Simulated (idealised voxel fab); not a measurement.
Process module under the name voxel wiring stack
Xsec cut, 260 nm wide, square cell size 5 nm.
This document writes a cross-section as a grid whose cells are square, and gives it as bands, listed from the top down; one or more rows of cells form a band.
This entry defines a band. It first specifies the height of the band's top and the height of its bottom in nm, and then specifies the band's materials from left to right, stating each material with its width in nm. The word "all across" identifies a single material that fills the band from edge to edge, while the word "empty" identifies empty space.
Below 0: as-received wafer, all one material; heights counted from there. Lowest band: no bottom, goes on down, written "top 0, no bottom".
The notation "30..40" denotes a width that varies across the rows of cells in the band, beginning at the first number in the top row, finishing at the second number in the bottom row, and changing by an identical amount from each row to the next.
Reading "no alterations made" for a step: not a cell of the cross-section changed in it.
For the entry "Tabulated closed voids", the listed items are empty spaces with no open way to the top whose size is 8 cells or more; each item follows the pattern width x height at distance, where distance is from the left edge and all three are in nm.
after a step's settings: what the simulator itself notes on the step
A step line may carry the setting "overlay nm", which, for steps involving a mask, states the distance by which the mask lay to the right of its intended position; negative values denote displacement to the left.

Here's what the planned process steps look like
1) RECEIVE (material Si)
2) CONFORMAL_DEP (material SiO2; thk nm 15)
3) CONFORMAL_DEP (material SiN; thk nm 5)
4) DIRECTIONAL_DEP (material SiO2; thk nm 15)
5) PATTERN (tone open; mask id METAL_1; material resist; width nm 30; pitch nm 60; thk nm 15; overlay nm 0)
6) DIRECTIONAL_ETCH (etch materials SiO2; depth nm 15)
7) DIRECTIONAL_ETCH (etch materials SiN; depth nm 5)
8) STRIP (etch materials resist)
9) CONFORMAL_DEP (material TiN; thk nm 5)
10) FILL_DEP (material W; thk nm 5)
11) CMP (height nm 35)
12) EPI (material Ru; thk nm 5)
13) FILL_DEP (material SiCN; thk nm 5)
14) DIRECTIONAL_DEP (material lowk; thk nm 30)
15) DIRECTIONAL_DEP (material aC; thk nm 10)
16) PATTERN (tone open; mask id METAL_2; material resist; width nm 30; pitch nm 60; thk nm 25; overlay nm 0)
17) DIRECTIONAL_ETCH (etch materials aC; depth nm 10)
18) STRIP (etch materials resist)
19) DIRECTIONAL_ETCH (etch materials lowk; depth nm 20)
20) STRIP (etch materials aC)
21) DIRECTIONAL_DEP (material aC; thk nm 15)
22) PATTERN (tone open; mask id METAL_2_HOLES; material resist; width nm 15; pitch nm 120; thk nm 30; overlay nm 0)
23) DIRECTIONAL_ETCH (etch materials aC; depth nm 15)
24) STRIP (etch materials resist)
25) DIRECTIONAL_ETCH (etch materials lowk; depth nm 10)
26) DIRECTIONAL_ETCH (etch materials SiCN; depth nm 5)
27) STRIP (etch materials aC)
28) CONFORMAL_DEP (material TiN; thk nm 5)
29) FILL_DEP (material Cu; thk nm 5)
30) CMP (height nm 75)
31) CONFORMAL_DEP (material SiCN; thk nm 5)
32) DIRECTIONAL_DEP (material lowk; thk nm 15)
33) MASKED_ETCH (tone open; mask id PLUG_2; width nm 15; pitch nm 120; etch materials lowk; depth nm 15; overlay nm 0)
34) MASKED_ETCH (tone open; mask id PLUG_2; width nm 15; pitch nm 120; etch materials SiCN; depth nm 5; overlay nm 0)
35) EPI (material Ru; thk nm 10)
36) EPI (material Ru; thk nm 10)
37) DIRECTIONAL_DEP (material TiN; thk nm 5)
38) DIRECTIONAL_DEP (material Ru; thk nm 25)
39) MASKED_ETCH (tone cover; mask id METAL_3; width nm 30; pitch nm 60; etch materials Ru; depth nm 25; overlay nm 0)
40) MASKED_ETCH (tone cover; mask id METAL_3; width nm 30; pitch nm 60; etch materials TiN; depth nm 5; overlay nm 0)
41) CONFORMAL_DEP (material SiN; thk nm 5)
42) FILL_DEP (material SiO2; thk nm 5)
43) CMP (height nm 125)
44) CONFORMAL_DEP (material SiN; thk nm 5)

The first wafer of two, processed as planned

Incoming wafer, cross-sectional view, post step 1
  top 0, no bottom: Si all across
  Tabulated closed voids: none

How the wafer stands in section after step 2
  top 15, bottom 0: SiO2 all across
  Everything below 0 is unchanged.

How the wafer stands in section after step 3
  top 20, bottom 15: SiN all across
  Everything below 15 is unchanged.

How the wafer stands in section after step 4
  top 35, bottom 20: SiO2 all across
  Everything below 20 is unchanged.

How the wafer stands in section after step 5
  top 50, bottom 35: resist=55 / empty=30 / resist=30 / empty=30 / resist=30 / empty=30 / resist=55
  Everything below 35 is unchanged.

How the wafer stands in section after step 6
  top 50, bottom 35: resist=55 / empty=30 / resist=30 / empty=30 / resist=30 / empty=30 / resist=55
  top 35, bottom 20: SiO2=55 / empty=30 / SiO2=30 / empty=30 / SiO2=30 / empty=30 / SiO2=55
  Everything below 20 is unchanged.

How the wafer stands in section after step 7
  top 50, bottom 35: resist=55 / empty=30 / resist=30 / empty=30 / resist=30 / empty=30 / resist=55
  top 35, bottom 20: SiO2=55 / empty=30 / SiO2=30 / empty=30 / SiO2=30 / empty=30 / SiO2=55
  top 20, bottom 15: SiN=55 / empty=30 / SiN=30 / empty=30 / SiN=30 / empty=30 / SiN=55
  Everything below 15 is unchanged.

How the wafer stands in section after step 8
  top 35, bottom 20: SiO2=55 / empty=30 / SiO2=30 / empty=30 / SiO2=30 / empty=30 / SiO2=55
  Everything below 20 is unchanged.

How the wafer stands in section after step 9
  top 40, bottom 35: TiN=60 / empty=20 / TiN=40 / empty=20 / TiN=40 / empty=20 / TiN=60
  top 35, bottom 20: SiO2=55 / TiN=5 / empty=20 / TiN=5 / SiO2=30 / TiN=5 / empty=20 / TiN=5 / SiO2=30 / TiN=5 / empty=20 / TiN=5 / SiO2=55
  top 20, bottom 15: SiN=55 / TiN=30 / SiN=30 / TiN=30 / SiN=30 / TiN=30 / SiN=55
  Everything below 15 is unchanged.

How the wafer stands in section after step 10
  top 45, bottom 40: W all across
  top 40, bottom 35: TiN=60 / W=20 / TiN=40 / W=20 / TiN=40 / W=20 / TiN=60
  top 35, bottom 20: SiO2=55 / TiN=5 / W=20 / TiN=5 / SiO2=30 / TiN=5 / W=20 / TiN=5 / SiO2=30 / TiN=5 / W=20 / TiN=5 / SiO2=55
  Everything below 20 is unchanged.

How the wafer stands in section after step 11
  top 35, bottom 20: SiO2=55 / TiN=5 / W=20 / TiN=5 / SiO2=30 / TiN=5 / W=20 / TiN=5 / SiO2=30 / TiN=5 / W=20 / TiN=5 / SiO2=55
  Everything below 20 is unchanged.

How the wafer stands in section after step 12
  top 40, bottom 35: empty=50 / Ru=40 / empty=20 / Ru=40 / empty=20 / Ru=40 / empty=50
  Everything below 35 is unchanged.

How the wafer stands in section after step 13
  top 45, bottom 40: SiCN all across
  top 40, bottom 35: SiCN=50 / Ru=40 / SiCN=20 / Ru=40 / SiCN=20 / Ru=40 / SiCN=50
  Everything below 35 is unchanged.

How the wafer stands in section after step 14
  top 75, bottom 45: lowk all across
  Everything below 45 is unchanged.

How the wafer stands in section after step 15
  top 85, bottom 75: aC all across
  Everything below 75 is unchanged.

How the wafer stands in section after step 16
  top 110, bottom 85: resist=55 / empty=30 / resist=30 / empty=30 / resist=30 / empty=30 / resist=55
  Everything below 85 is unchanged.

How the wafer stands in section after step 17
  top 100, bottom 85: resist=55 / empty=30 / resist=30 / empty=30 / resist=30 / empty=30 / resist=55
  top 85, bottom 75: aC=55 / empty=30 / aC=30 / empty=30 / aC=30 / empty=30 / aC=55
  Everything below 75 is unchanged.

How the wafer stands in section after step 18
  top 85, bottom 75: aC=55 / empty=30 / aC=30 / empty=30 / aC=30 / empty=30 / aC=55
  Everything below 75 is unchanged.

How the wafer stands in section after step 19
  top 85, bottom 75: aC=55 / empty=30 / aC=30 / empty=30 / aC=30 / empty=30 / aC=55
  top 75, bottom 55: lowk=55 / empty=30 / lowk=30 / empty=30 / lowk=30 / empty=30 / lowk=55
  Everything below 55 is unchanged.

How the wafer stands in section after step 20
  top 75, bottom 55: lowk=55 / empty=30 / lowk=30 / empty=30 / lowk=30 / empty=30 / lowk=55
  Everything below 55 is unchanged.

How the wafer stands in section after step 21
  top 90, bottom 75: aC=55 / empty=30 / aC=30 / empty=30 / aC=30 / empty=30 / aC=55
  top 75, bottom 70: lowk=55 / empty=30 / lowk=30 / empty=30 / lowk=30 / empty=30 / lowk=55
  top 70, bottom 55: lowk=55 / aC=30 / lowk=30 / aC=30 / lowk=30 / aC=30 / lowk=55
  Everything below 55 is unchanged.

How the wafer stands in section after step 22
  top 120, bottom 90: resist=55 / empty=15 / resist=105 / empty=15 / resist=70
  top 90, bottom 75: aC=55 / empty=15 / resist=15 / aC=30 / resist=30 / aC=30 / empty=15 / resist=15 / aC=55
  top 75, bottom 70: lowk=55 / empty=15 / resist=15 / lowk=30 / resist=30 / lowk=30 / empty=15 / resist=15 / lowk=55
  Everything below 70 is unchanged.

How the wafer stands in section after step 23
  top 105, bottom 90: resist=55 / empty=15 / resist=105 / empty=15 / resist=70
  top 90, bottom 75: aC=55 / empty=15 / resist=15 / aC=30 / resist=30 / aC=30 / empty=15 / resist=15 / aC=55
  top 75, bottom 70: lowk=55 / empty=15 / resist=15 / lowk=30 / resist=30 / lowk=30 / empty=15 / resist=15 / lowk=55
  top 70, bottom 55: lowk=55 / empty=15 / aC=15 / lowk=30 / aC=30 / lowk=30 / empty=15 / aC=15 / lowk=55
  Everything below 55 is unchanged.

How the wafer stands in section after step 24
  top 90, bottom 75: aC=55 / empty=30 / aC=30 / empty=30 / aC=30 / empty=30 / aC=55
  top 75, bottom 70: lowk=55 / empty=30 / lowk=30 / empty=30 / lowk=30 / empty=30 / lowk=55
  Everything below 70 is unchanged.

How the wafer stands in section after step 25
  top 90, bottom 75: aC=55 / empty=30 / aC=30 / empty=30 / aC=30 / empty=30 / aC=55
  top 75, bottom 70: lowk=55 / empty=30 / lowk=30 / empty=30 / lowk=30 / empty=30 / lowk=55
  top 70, bottom 55: lowk=55 / empty=15 / aC=15 / lowk=30 / aC=30 / lowk=30 / empty=15 / aC=15 / lowk=55
  top 55, bottom 45: lowk=55 / empty=15 / lowk=105 / empty=15 / lowk=70
  Everything below 45 is unchanged.

How the wafer stands in section after step 26
  top 90, bottom 75: aC=55 / empty=30 / aC=30 / empty=30 / aC=30 / empty=30 / aC=55
  top 75, bottom 70: lowk=55 / empty=30 / lowk=30 / empty=30 / lowk=30 / empty=30 / lowk=55
  top 70, bottom 55: lowk=55 / empty=15 / aC=15 / lowk=30 / aC=30 / lowk=30 / empty=15 / aC=15 / lowk=55
  top 55, bottom 45: lowk=55 / empty=15 / lowk=105 / empty=15 / lowk=70
  top 45, bottom 40: SiCN=55 / empty=15 / SiCN=105 / empty=15 / SiCN=70
  Everything below 40 is unchanged.

How the wafer stands in section after step 27
  top 75, bottom 55: lowk=55 / empty=30 / lowk=30 / empty=30 / lowk=30 / empty=30 / lowk=55
  Everything below 55 is unchanged.

How the wafer stands in section after step 28
  top 80, bottom 75: TiN=60 / empty=20 / TiN=40 / empty=20 / TiN=40 / empty=20 / TiN=60
  top 75, bottom 60: lowk=55 / TiN=5 / empty=20 / TiN=5 / lowk=30 / TiN=5 / empty=20 / TiN=5 / lowk=30 / TiN=5 / empty=20 / TiN=5 / lowk=55
  top 60, bottom 55: lowk=55 / TiN=5 / empty=5 / TiN=20 / lowk=30 / TiN=30 / lowk=30 / TiN=5 / empty=5 / TiN=20 / lowk=55
  top 55, bottom 45: lowk=55 / TiN=5 / empty=5 / TiN=5 / lowk=105 / TiN=5 / empty=5 / TiN=5 / lowk=70
  top 45, bottom 40: SiCN=55 / TiN=15 / SiCN=105 / TiN=15 / SiCN=70
  Everything below 40 is unchanged.

How the wafer stands in section after step 29
  top 85, bottom 80: Cu all across
  top 80, bottom 75: TiN=60 / Cu=20 / TiN=40 / Cu=20 / TiN=40 / Cu=20 / TiN=60
  top 75, bottom 60: lowk=55 / TiN=5 / Cu=20 / TiN=5 / lowk=30 / TiN=5 / Cu=20 / TiN=5 / lowk=30 / TiN=5 / Cu=20 / TiN=5 / lowk=55
  top 60, bottom 55: lowk=55 / TiN=5 / Cu=5 / TiN=20 / lowk=30 / TiN=30 / lowk=30 / TiN=5 / Cu=5 / TiN=20 / lowk=55
  top 55, bottom 45: lowk=55 / TiN=5 / Cu=5 / TiN=5 / lowk=105 / TiN=5 / Cu=5 / TiN=5 / lowk=70
  Everything below 45 is unchanged.

How the wafer stands in section after step 30
  top 75, bottom 60: lowk=55 / TiN=5 / Cu=20 / TiN=5 / lowk=30 / TiN=5 / Cu=20 / TiN=5 / lowk=30 / TiN=5 / Cu=20 / TiN=5 / lowk=55
  Everything below 60 is unchanged.

How the wafer stands in section after step 31
  top 80, bottom 75: SiCN all across
  Everything below 75 is unchanged.

How the wafer stands in section after step 32
  top 95, bottom 80: lowk all across
  Everything below 80 is unchanged.

How the wafer stands in section after step 33
  top 95, bottom 80: lowk=55 / empty=15 / lowk=105 / empty=15 / lowk=70
  Everything below 80 is unchanged.

How the wafer stands in section after step 34
  top 95, bottom 80: lowk=55 / empty=15 / lowk=105 / empty=15 / lowk=70
  top 80, bottom 75: SiCN=55 / empty=15 / SiCN=105 / empty=15 / SiCN=70
  Everything below 75 is unchanged.

How the wafer stands in section after step 35
  top 95, bottom 85: lowk=55 / empty=15 / lowk=105 / empty=15 / lowk=70
  top 85, bottom 80: lowk=55 / Ru=15 / lowk=105 / Ru=15 / lowk=70
  top 80, bottom 75: SiCN=55 / Ru=15 / SiCN=105 / Ru=15 / SiCN=70
  Everything below 75 is unchanged.

How the wafer stands in section after step 36
  top 95, bottom 80: lowk=55 / Ru=15 / lowk=105 / Ru=15 / lowk=70
  Everything below 80 is unchanged.

How the wafer stands in section after step 37
  top 100, bottom 95: TiN all across
  Everything below 95 is unchanged.

How the wafer stands in section after step 38
  top 125, bottom 100: Ru all across
  Everything below 100 is unchanged.

How the wafer stands in section after step 39
  top 125, bottom 100: empty=55 / Ru=30 / empty=30 / Ru=30 / empty=30 / Ru=30 / empty=55
  Everything below 100 is unchanged.

How the wafer stands in section after step 40
  top 125, bottom 100: empty=55 / Ru=30 / empty=30 / Ru=30 / empty=30 / Ru=30 / empty=55
  top 100, bottom 95: empty=55 / TiN=30 / empty=30 / TiN=30 / empty=30 / TiN=30 / empty=55
  Everything below 95 is unchanged.

How the wafer stands in section after step 41
  top 130, bottom 125: empty=50 / SiN=40 / empty=20 / SiN=40 / empty=20 / SiN=40 / empty=50
  top 125, bottom 100: empty=50 / SiN=5 / Ru=30 / SiN=5 / empty=20 / SiN=5 / Ru=30 / SiN=5 / empty=20 / SiN=5 / Ru=30 / SiN=5 / empty=50
  top 100, bottom 95: SiN=55 / TiN=30 / SiN=30 / TiN=30 / SiN=30 / TiN=30 / SiN=55
  Everything below 95 is unchanged.

How the wafer stands in section after step 42
  top 135, bottom 130: SiO2 all across
  top 130, bottom 125: SiO2=50 / SiN=40 / SiO2=20 / SiN=40 / SiO2=20 / SiN=40 / SiO2=50
  top 125, bottom 100: SiO2=50 / SiN=5 / Ru=30 / SiN=5 / SiO2=20 / SiN=5 / Ru=30 / SiN=5 / SiO2=20 / SiN=5 / Ru=30 / SiN=5 / SiO2=50
  Everything below 100 is unchanged.

How the wafer stands in section after step 43
  top 125, bottom 100: SiO2=50 / SiN=5 / Ru=30 / SiN=5 / SiO2=20 / SiN=5 / Ru=30 / SiN=5 / SiO2=20 / SiN=5 / Ru=30 / SiN=5 / SiO2=50
  Everything below 100 is unchanged.

How the wafer stands in section after step 44
  top 130, bottom 125: SiN all across
  Everything below 125 is unchanged.

Second wafer. Start and plan as for the first. One mistake made in running. Agrees with the first up to and including step 2

Cross-section of the second wafer when, according to plan, step 3 should have finished: no alterations made

Cross-section of the second wafer when, according to plan, step 4 should have finished
  top 30, bottom 0: SiO2 all across
  Everything below 0 is unchanged.

Cross-section of the second wafer when, according to plan, step 5 should have finished
  top 45, bottom 30: resist=55 / empty=30 / resist=30 / empty=30 / resist=30 / empty=30 / resist=55
  Everything below 30 is unchanged.

Cross-section of the second wafer when, according to plan, step 6 should have finished
  top 45, bottom 30: resist=55 / empty=30 / resist=30 / empty=30 / resist=30 / empty=30 / resist=55
  top 30, bottom 15: SiO2=55 / empty=30 / SiO2=30 / empty=30 / SiO2=30 / empty=30 / SiO2=55
  Everything below 15 is unchanged.

Cross-section of the second wafer when, according to plan, step 7 should have finished: no alterations made

Cross-section of the second wafer when, according to plan, step 8 should have finished
  top 30, bottom 15: SiO2=55 / empty=30 / SiO2=30 / empty=30 / SiO2=30 / empty=30 / SiO2=55
  Everything below 15 is unchanged.

Cross-section of the second wafer when, according to plan, step 9 should have finished
  top 35, bottom 30: TiN=60 / empty=20 / TiN=40 / empty=20 / TiN=40 / empty=20 / TiN=60
  top 30, bottom 20: SiO2=55 / TiN=5 / empty=20 / TiN=5 / SiO2=30 / TiN=5 / empty=20 / TiN=5 / SiO2=30 / TiN=5 / empty=20 / TiN=5 / SiO2=55
  top 20, bottom 15: SiO2=55 / TiN=30 / SiO2=30 / TiN=30 / SiO2=30 / TiN=30 / SiO2=55
  Everything below 15 is unchanged.

Cross-section of the second wafer when, according to plan, step 10 should have finished
  top 40, bottom 35: W all across
  top 35, bottom 30: TiN=60 / W=20 / TiN=40 / W=20 / TiN=40 / W=20 / TiN=60
  top 30, bottom 20: SiO2=55 / TiN=5 / W=20 / TiN=5 / SiO2=30 / TiN=5 / W=20 / TiN=5 / SiO2=30 / TiN=5 / W=20 / TiN=5 / SiO2=55
  Everything below 20 is unchanged.

Cross-section of the second wafer when, according to plan, step 11 should have finished
  top 35, bottom 30: TiN=60 / W=20 / TiN=40 / W=20 / TiN=40 / W=20 / TiN=60
  Everything below 30 is unchanged.

Cross-section of the second wafer when, according to plan, step 12 should have finished
  top 40, bottom 35: Ru all across
  Everything below 35 is unchanged.

Cross-section of the second wafer when, according to plan, step 13 should have finished
  top 45, bottom 40: SiCN all across
  Everything below 40 is unchanged.

Cross-section of the second wafer when, according to plan, step 14 should have finished
  top 75, bottom 45: lowk all across
  Everything below 45 is unchanged.

Cross-section of the second wafer when, according to plan, step 15 should have finished
  top 85, bottom 75: aC all across
  Everything below 75 is unchanged.

Cross-section of the second wafer when, according to plan, step 16 should have finished
  top 110, bottom 85: resist=55 / empty=30 / resist=30 / empty=30 / resist=30 / empty=30 / resist=55
  Everything below 85 is unchanged.

Cross-section of the second wafer when, according to plan, step 17 should have finished
  top 100, bottom 85: resist=55 / empty=30 / resist=30 / empty=30 / resist=30 / empty=30 / resist=55
  top 85, bottom 75: aC=55 / empty=30 / aC=30 / empty=30 / aC=30 / empty=30 / aC=55
  Everything below 75 is unchanged.

Cross-section of the second wafer when, according to plan, step 18 should have finished
  top 85, bottom 75: aC=55 / empty=30 / aC=30 / empty=30 / aC=30 / empty=30 / aC=55
  Everything below 75 is unchanged.

Cross-section of the second wafer when, according to plan, step 19 should have finished
  top 85, bottom 75: aC=55 / empty=30 / aC=30 / empty=30 / aC=30 / empty=30 / aC=55
  top 75, bottom 55: lowk=55 / empty=30 / lowk=30 / empty=30 / lowk=30 / empty=30 / lowk=55
  Everything below 55 is unchanged.

Cross-section of the second wafer when, according to plan, step 20 should have finished
  top 75, bottom 55: lowk=55 / empty=30 / lowk=30 / empty=30 / lowk=30 / empty=30 / lowk=55
  Everything below 55 is unchanged.

Cross-section of the second wafer when, according to plan, step 21 should have finished
  top 90, bottom 75: aC=55 / empty=30 / aC=30 / empty=30 / aC=30 / empty=30 / aC=55
  top 75, bottom 70: lowk=55 / empty=30 / lowk=30 / empty=30 / lowk=30 / empty=30 / lowk=55
  top 70, bottom 55: lowk=55 / aC=30 / lowk=30 / aC=30 / lowk=30 / aC=30 / lowk=55
  Everything below 55 is unchanged.

Cross-section of the second wafer when, according to plan, step 22 should have finished
  top 120, bottom 90: resist=55 / empty=15 / resist=105 / empty=15 / resist=70
  top 90, bottom 75: aC=55 / empty=15 / resist=15 / aC=30 / resist=30 / aC=30 / empty=15 / resist=15 / aC=55
  top 75, bottom 70: lowk=55 / empty=15 / resist=15 / lowk=30 / resist=30 / lowk=30 / empty=15 / resist=15 / lowk=55
  Everything below 70 is unchanged.

Cross-section of the second wafer when, according to plan, step 23 should have finished
  top 105, bottom 90: resist=55 / empty=15 / resist=105 / empty=15 / resist=70
  top 90, bottom 75: aC=55 / empty=15 / resist=15 / aC=30 / resist=30 / aC=30 / empty=15 / resist=15 / aC=55
  top 75, bottom 70: lowk=55 / empty=15 / resist=15 / lowk=30 / resist=30 / lowk=30 / empty=15 / resist=15 / lowk=55
  top 70, bottom 55: lowk=55 / empty=15 / aC=15 / lowk=30 / aC=30 / lowk=30 / empty=15 / aC=15 / lowk=55
  Everything below 55 is unchanged.

Cross-section of the second wafer when, according to plan, step 24 should have finished
  top 90, bottom 75: aC=55 / empty=30 / aC=30 / empty=30 / aC=30 / empty=30 / aC=55
  top 75, bottom 70: lowk=55 / empty=30 / lowk=30 / empty=30 / lowk=30 / empty=30 / lowk=55
  Everything below 70 is unchanged.

Cross-section of the second wafer when, according to plan, step 25 should have finished
  top 90, bottom 75: aC=55 / empty=30 / aC=30 / empty=30 / aC=30 / empty=30 / aC=55
  top 75, bottom 70: lowk=55 / empty=30 / lowk=30 / empty=30 / lowk=30 / empty=30 / lowk=55
  top 70, bottom 55: lowk=55 / empty=15 / aC=15 / lowk=30 / aC=30 / lowk=30 / empty=15 / aC=15 / lowk=55
  top 55, bottom 45: lowk=55 / empty=15 / lowk=105 / empty=15 / lowk=70
  Everything below 45 is unchanged.

Cross-section of the second wafer when, according to plan, step 26 should have finished
  top 90, bottom 75: aC=55 / empty=30 / aC=30 / empty=30 / aC=30 / empty=30 / aC=55
  top 75, bottom 70: lowk=55 / empty=30 / lowk=30 / empty=30 / lowk=30 / empty=30 / lowk=55
  top 70, bottom 55: lowk=55 / empty=15 / aC=15 / lowk=30 / aC=30 / lowk=30 / empty=15 / aC=15 / lowk=55
  top 55, bottom 45: lowk=55 / empty=15 / lowk=105 / empty=15 / lowk=70
  top 45, bottom 40: SiCN=55 / empty=15 / SiCN=105 / empty=15 / SiCN=70
  Everything below 40 is unchanged.

Cross-section of the second wafer when, according to plan, step 27 should have finished
  top 75, bottom 55: lowk=55 / empty=30 / lowk=30 / empty=30 / lowk=30 / empty=30 / lowk=55
  Everything below 55 is unchanged.

Cross-section of the second wafer when, according to plan, step 28 should have finished
  top 80, bottom 75: TiN=60 / empty=20 / TiN=40 / empty=20 / TiN=40 / empty=20 / TiN=60
  top 75, bottom 60: lowk=55 / TiN=5 / empty=20 / TiN=5 / lowk=30 / TiN=5 / empty=20 / TiN=5 / lowk=30 / TiN=5 / empty=20 / TiN=5 / lowk=55
  top 60, bottom 55: lowk=55 / TiN=5 / empty=5 / TiN=20 / lowk=30 / TiN=30 / lowk=30 / TiN=5 / empty=5 / TiN=20 / lowk=55
  top 55, bottom 45: lowk=55 / TiN=5 / empty=5 / TiN=5 / lowk=105 / TiN=5 / empty=5 / TiN=5 / lowk=70
  top 45, bottom 40: SiCN=55 / TiN=15 / SiCN=105 / TiN=15 / SiCN=70
  Everything below 40 is unchanged.

Cross-section of the second wafer when, according to plan, step 29 should have finished
  top 85, bottom 80: Cu all across
  top 80, bottom 75: TiN=60 / Cu=20 / TiN=40 / Cu=20 / TiN=40 / Cu=20 / TiN=60
  top 75, bottom 60: lowk=55 / TiN=5 / Cu=20 / TiN=5 / lowk=30 / TiN=5 / Cu=20 / TiN=5 / lowk=30 / TiN=5 / Cu=20 / TiN=5 / lowk=55
  top 60, bottom 55: lowk=55 / TiN=5 / Cu=5 / TiN=20 / lowk=30 / TiN=30 / lowk=30 / TiN=5 / Cu=5 / TiN=20 / lowk=55
  top 55, bottom 45: lowk=55 / TiN=5 / Cu=5 / TiN=5 / lowk=105 / TiN=5 / Cu=5 / TiN=5 / lowk=70
  Everything below 45 is unchanged.

Cross-section of the second wafer when, according to plan, step 30 should have finished
  top 75, bottom 60: lowk=55 / TiN=5 / Cu=20 / TiN=5 / lowk=30 / TiN=5 / Cu=20 / TiN=5 / lowk=30 / TiN=5 / Cu=20 / TiN=5 / lowk=55
  Everything below 60 is unchanged.

Cross-section of the second wafer when, according to plan, step 31 should have finished
  top 80, bottom 75: SiCN all across
  Everything below 75 is unchanged.

Cross-section of the second wafer when, according to plan, step 32 should have finished
  top 95, bottom 80: lowk all across
  Everything below 80 is unchanged.

Cross-section of the second wafer when, according to plan, step 33 should have finished
  top 95, bottom 80: lowk=55 / empty=15 / lowk=105 / empty=15 / lowk=70
  Everything below 80 is unchanged.

Cross-section of the second wafer when, according to plan, step 34 should have finished
  top 95, bottom 80: lowk=55 / empty=15 / lowk=105 / empty=15 / lowk=70
  top 80, bottom 75: SiCN=55 / empty=15 / SiCN=105 / empty=15 / SiCN=70
  Everything below 75 is unchanged.

Cross-section of the second wafer when, according to plan, step 35 should have finished
  top 95, bottom 85: lowk=55 / empty=15 / lowk=105 / empty=15 / lowk=70
  top 85, bottom 80: lowk=55 / Ru=15 / lowk=105 / Ru=15 / lowk=70
  top 80, bottom 75: SiCN=55 / Ru=15 / SiCN=105 / Ru=15 / SiCN=70
  Everything below 75 is unchanged.

Cross-section of the second wafer when, according to plan, step 36 should have finished
  top 95, bottom 80: lowk=55 / Ru=15 / lowk=105 / Ru=15 / lowk=70
  Everything below 80 is unchanged.

Cross-section of the second wafer when, according to plan, step 37 should have finished
  top 100, bottom 95: TiN all across
  Everything below 95 is unchanged.

Cross-section of the second wafer when, according to plan, step 38 should have finished
  top 125, bottom 100: Ru all across
  Everything below 100 is unchanged.

Cross-section of the second wafer when, according to plan, step 39 should have finished
  top 125, bottom 100: empty=55 / Ru=30 / empty=30 / Ru=30 / empty=30 / Ru=30 / empty=55
  Everything below 100 is unchanged.

Cross-section of the second wafer when, according to plan, step 40 should have finished
  top 125, bottom 100: empty=55 / Ru=30 / empty=30 / Ru=30 / empty=30 / Ru=30 / empty=55
  top 100, bottom 95: empty=55 / TiN=30 / empty=30 / TiN=30 / empty=30 / TiN=30 / empty=55
  Everything below 95 is unchanged.

Cross-section of the second wafer when, according to plan, step 41 should have finished
  top 130, bottom 125: empty=50 / SiN=40 / empty=20 / SiN=40 / empty=20 / SiN=40 / empty=50
  top 125, bottom 100: empty=50 / SiN=5 / Ru=30 / SiN=5 / empty=20 / SiN=5 / Ru=30 / SiN=5 / empty=20 / SiN=5 / Ru=30 / SiN=5 / empty=50
  top 100, bottom 95: SiN=55 / TiN=30 / SiN=30 / TiN=30 / SiN=30 / TiN=30 / SiN=55
  Everything below 95 is unchanged.

Cross-section of the second wafer when, according to plan, step 42 should have finished
  top 135, bottom 130: SiO2 all across
  top 130, bottom 125: SiO2=50 / SiN=40 / SiO2=20 / SiN=40 / SiO2=20 / SiN=40 / SiO2=50
  top 125, bottom 100: SiO2=50 / SiN=5 / Ru=30 / SiN=5 / SiO2=20 / SiN=5 / Ru=30 / SiN=5 / SiO2=20 / SiN=5 / Ru=30 / SiN=5 / SiO2=50
  Everything below 100 is unchanged.

Cross-section of the second wafer when, according to plan, step 43 should have finished
  top 125, bottom 100: SiO2=50 / SiN=5 / Ru=30 / SiN=5 / SiO2=20 / SiN=5 / Ru=30 / SiN=5 / SiO2=20 / SiN=5 / Ru=30 / SiN=5 / SiO2=50
  Everything below 100 is unchanged.

Cross-section of the second wafer when, according to plan, step 44 should have finished
  top 130, bottom 125: SiN all across
  Everything below 125 is unchanged.
What was done differently from what was planned? execution of step 3 of the plan did not take place, the step having been omitted
Counted in cells at the end, the second wafer holds more or fewer of these materials than the first: Ru +28 | SiCN -28 | SiN -34 | TiN +34
